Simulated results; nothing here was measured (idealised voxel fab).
The following process module bears the name voxel self aligned vias.
Square cells of 5 nm make up the cross-section cut, whose width is 255 nm.
Cross-sections here: square-cell grids, written as top-down lists of bands, a band being one or more rows of cells. Band: top and bottom heights (nm) first, top before bottom; then materials from left to right, widths in nm. "all across" marks a sole material filling the band edge to edge. "blank" denotes empty space. Heights from 0 (as-received wafer is one material below). Bottom band endless downward, as "z 0 and below". Quick explanation for "30..40": the width changes in equal steps down the rows of cells, from the first number in the band's top row to the second number in its bottom row. For the purposes of this document, the phrase "changes: none" attached to a step denotes that no cell within the cross-section was modified by that step. "Closed internal voids" contains a list of empty spaces, each no smaller than 8 cells and without an open way to the top, written in the form width x height at distance with the distance from the left edge and all three in nm. Post-settings text on a step line: simulator's own remark regarding the step. The line of a step may include "overlay nm". On a step with a mask, this value is how far to the right of its planned place the mask lay. A negative value means the mask lay to the left.
-- List of planned process steps
1,RECEIVE [material Si]
2,CONFORMAL_DEP [material SiO2] [thk nm 15]
3,CONFORMAL_DEP [material SiCN] [thk nm 5]
4,DIRECTIONAL_DEP [material SiO2] [thk nm 30]
5,MASKED_ETCH [tone open] [mask id LINES] [width nm 25] [pitch nm 65] [etch materials SiO2] [depth nm 30] [overlay nm 0]
6,CONFORMAL_DEP [material TiN] [thk nm 5]
7,FILL_DEP [material W] [thk nm 5]
8,CMP [height nm 50]
9,SELECTIVE_ETCH [etch materials W Ru TiN] [depth nm 5]
10,FILL_DEP [material SiN] [thk nm 10]
11,CMP [height nm 50]
12,DIRECTIONAL_DEP [material SiO2] [thk nm 20]
13,MASKED_ETCH [tone open] [mask id VIAS] [width nm 45] [pitch nm 65] [etch materials SiO2] [depth nm 20] [overlay nm 0]
14,MASKED_ETCH [tone open] [mask id VIAS] [width nm 45] [pitch nm 65] [etch materials SiN] [depth nm 5] [overlay nm 0]
15,CONFORMAL_DEP [material TiN] [thk nm 5]
16,FILL_DEP [material Cu] [thk nm 5]
17,CMP [height nm 70]
18,CONFORMAL_DEP [material SiCN] [thk nm 5]
-- As received (post step 1): cross-section
* z 0 and below | Si all across
* Closed internal voids: none
-- Cross-section: first of two wafers, module finished, run according to plan
* z 75 to 70 | SiCN all across
* z 70 to 55 | 40 of SiO2 / 5 of TiN / 35 of Cu / 5 of TiN / 20 of SiO2 / 5 of TiN / 35 of Cu / 5 of TiN / 20 of SiO2 / 5 of TiN / 35 of Cu / 5 of TiN / 40 of SiO2
* z 55 to 50 | 40 of SiO2 / 15 of TiN / 15 of Cu / 15 of TiN / 20 of SiO2 / 15 of TiN / 15 of Cu / 15 of TiN / 20 of SiO2 / 15 of TiN / 15 of Cu / 15 of TiN / 40 of SiO2
* z 50 to 45 | 50 of SiO2 / 25 of TiN / 40 of SiO2 / 25 of TiN / 40 of SiO2 / 25 of TiN / 50 of SiO2
* z 45 to 25 | 50 of SiO2 / 5 of TiN / 15 of W / 5 of TiN / 40 of SiO2 / 5 of TiN / 15 of W / 5 of TiN / 40 of SiO2 / 5 of TiN / 15 of W / 5 of TiN / 50 of SiO2
* z 25 to 20 | 50 of SiO2 / 25 of TiN / 40 of SiO2 / 25 of TiN / 40 of SiO2 / 25 of TiN / 50 of SiO2
* z 20 to 15 | SiCN all across
* z 15 to 0 | SiO2 all across
* z 0 and below | Si all across
* Closed internal voids: none
-- The second wafer, shown in cross-section after the module: started the same way as the first and given the same plan, yet one mistake crept into how it was run
* z 75 to 70 | SiCN all across
* z 70 to 65 | Cu all across
* z 65 to 60 | 45 of TiN / 35 of Cu / 30 of TiN / 35 of Cu / 30 of TiN / 35 of Cu / 45 of TiN
* z 60 to 45 | 40 of SiO2 / 5 of TiN / 35 of Cu / 5 of TiN / 20 of SiO2 / 5 of TiN / 35 of Cu / 5 of TiN / 20 of SiO2 / 5 of TiN / 35 of Cu / 5 of TiN / 40 of SiO2
* z 45 to 40 | 40 of SiO2 / 45 of TiN / 20 of SiO2 / 45 of TiN / 20 of SiO2 / 45 of TiN / 40 of SiO2
* z 40 to 25 | 50 of SiO2 / 5 of TiN / 15 of W / 5 of TiN / 40 of SiO2 / 5 of TiN / 15 of W / 5 of TiN / 40 of SiO2 / 5 of TiN / 15 of W / 5 of TiN / 50 of SiO2
* z 25 to 20 | 50 of SiO2 / 25 of TiN / 40 of SiO2 / 25 of TiN / 40 of SiO2 / 25 of TiN / 50 of SiO2
* z 20 to 15 | SiCN all across
* z 15 to 0 | SiO2 all across
* z 0 and below | Si all across
* Closed internal voids: none
Short version of what went wrong: step 11 changed vs plan, executed as CMP [height nm 40]
End check, counted in cells, second wafer has more or fewer of these materials than the first: Cu +63, SiO2 -72, TiN +18, W -9
